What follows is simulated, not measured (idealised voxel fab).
process module | voxel spacer lines
cross-section cut | 175 nm wide | cells 5 nm
A cross-section is a grid of square cells, given in bands from the top down. A band is one or more rows of cells.
Each band's line starts with the height of the band's top and of its bottom, in nm. Then come its materials from left to right, each with its width in nm. One material with "throughout" fills the band from edge to edge. "air" is empty space.
Height 0 is the level under which the wafer as received is all one material. The lowest band goes on downwards, as in "0 down".
A width such as "30 to 40" changes by the same amount from each row of cells to the next, from the band's top row to its bottom row.
"no change" after a step means that no cell of the cross-section changed.
closed voids: empty space of 8 cells or more with no open way to the top, each as width x height at its distance from the left edge, in nm
after a step's settings: what the simulator itself notes on the step
overlay nm, on a step with a mask: how far to the right of its planned place the mask lay; to the left if negative
plan
1 op RECEIVE | material Si
2 op CONFORMAL_DEP | material Al2O3 | thk nm 5
3 op DIRECTIONAL_DEP | material W | thk nm 15
4 op DIRECTIONAL_DEP | material aC | thk nm 30
5 op PATTERN | tone cover | mask id MANDREL | material resist | width nm 20 | pitch nm 70 | thk nm 35 | overlay nm 0
6 op DIRECTIONAL_ETCH | etch materials aC | depth nm 30
7 op STRIP | etch materials resist
8 op CONFORMAL_DEP | material SiN | thk nm 15
9 op DIRECTIONAL_ETCH | etch materials SiN | depth nm 15
10 op STRIP | etch materials aC
11 op DIRECTIONAL_ETCH | etch materials W | depth nm 15
12 op STRIP | etch materials SiN
13 op FILL_DEP | material SiO2 | thk nm 5
14 op CMP | height nm 20
as received, after step 1
  0 down: Si throughout
  closed voids: none
a wafer at the end: this start, this plan, one mistake
  10 to 5: SiO2 25 | W 15 | SiO2 20 | W 15 | SiO2 20 | W 15 | SiO2 20 | W 15 | SiO2 30
  5 to 0: Al2O3 throughout
  0 down: Si throughout
  closed voids: none
what went wrong: step 14 ran as: op CMP | height nm 10
